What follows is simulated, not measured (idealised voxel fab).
process module | voxel tone inversion
cross-section cut | 265 nm wide | cells 5 nm
A cross-section is a grid of square cells, given in bands from the top down. A band is one or more rows of cells.
Each band's line starts with the height of the band's top and of its bottom, in nm. Then come its materials from left to right, each with its width in nm. One material with "throughout" fills the band from edge to edge. "air" is empty space.
Height 0 is the level under which the wafer as received is all one material. The lowest band goes on downwards, as in "0 down".
A width such as "30 to 40" changes by the same amount from each row of cells to the next, from the band's top row to its bottom row.
"no change" after a step means that no cell of the cross-section changed.
closed voids: empty space of 8 cells or more with no open way to the top, each as width x height at its distance from the left edge, in nm
after a step's settings: what the simulator itself notes on the step
overlay nm, on a step with a mask: how far to the right of its planned place the mask lay; to the left if negative
plan
1 op RECEIVE | material Si
2 op CONFORMAL_DEP | material SiN | thk nm 10
3 op DIRECTIONAL_DEP | material polySi | thk nm 20
4 op PATTERN | tone cover | mask id POSTS | material resist | width nm 15 | pitch nm 40 | thk nm 30 | overlay nm 0
5 op DIRECTIONAL_ETCH | etch materials polySi | depth nm 20
6 op STRIP | etch materials resist
7 op FILL_DEP | material lowk | thk nm 10
8 op CMP | height nm 30
9 op STRIP | etch materials polySi
as received, after step 1
  0 down: Si throughout
  closed voids: none
first wafer at the end, as planned
  30 to 10: lowk 65 | air 15 | lowk 25 | air 15 | lowk 25 | air 15 | lowk 25 | air 15 | lowk 65
  10 to 0: SiN throughout
  0 down: Si throughout
  closed voids: none
second wafer at the end: like start, like plan, one mistake
  30 to 10: lowk 55 | air 15 | lowk 25 | air 15 | lowk 25 | air 15 | lowk 25 | air 15 | lowk 75
  10 to 0: SiN throughout
  0 down: Si throughout
  closed voids: none
what went wrong: step 4 ran as: op PATTERN | tone cover | mask id POSTS | material resist | width nm 15 | pitch nm 40 | thk nm 30 | overlay nm -10
at the end the second wafer has, in cells: as many of each material as the first, in other places
